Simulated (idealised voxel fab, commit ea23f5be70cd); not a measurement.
Module name: voxel tone inversion (process module)
cross-section cut | 295 nm wide | cells 5 nm
Think of the cross-section as a grid of square cells. We describe it in bands, top to bottom, and each band covers one or more rows of those cells. First you get the band's top height and its bottom height, in nm, and then the materials it's made of, left to right, with each width in nm. If you see a single material with "throughout", that one covers the band edge to edge. "empty" is empty space. Height datum 0, below which the as-received substrate wafer is one material. Lowest band open at the bottom, running downward: "from 0 down". So if you see something like "30..40" for the width, read it as the top row of the band sitting at the first number and the bottom row at the second, with every row in between moving by the same amount as the last. Basically "nothing was modified" means that step didn't change any cell in the cross-section. Closed empty spaces (no open way to the top) of 8 cells or more are what "Enclosed internal voids" lists, each as width x height at distance from the left edge, nm for all three. That trailing text on a step's line, after the settings, is the simulator's own remark on the step. "overlay nm" on a masked step: distance the mask lay right of its planned place, negative for left.
## List of planned process steps
1: RECEIVE with material Si
2: CONFORMAL_DEP with material SiN, thk nm 5
3: DIRECTIONAL_DEP with material aC, thk nm 20
4: PATTERN with tone cover, mask id POSTS, material resist, width nm 15, pitch nm 30, thk nm 25, overlay nm 0
5: DIRECTIONAL_ETCH with etch materials aC, depth nm 20
6: STRIP with etch materials resist
7: FILL_DEP with material SiO2, thk nm 5
8: CMP with height nm 25
9: STRIP with etch materials aC
## Cross-sectional view of the wafer in its as-received condition, corresponding to the state after step 1
- from 0 down  Si throughout
- Enclosed internal voids: none
## a wafer at the end: this start, this plan, one mistake
- from 25 to 5  empty 110 nm  aC 15 nm  empty 15 nm  aC 15 nm  empty 15 nm  aC 15 nm  empty 110 nm
- from 5 to 0  SiN throughout
- from 0 down  Si throughout
- Enclosed internal voids: none
Deviation noted in wafer processing: step 9 ran as: STRIP with etch materials SiO2
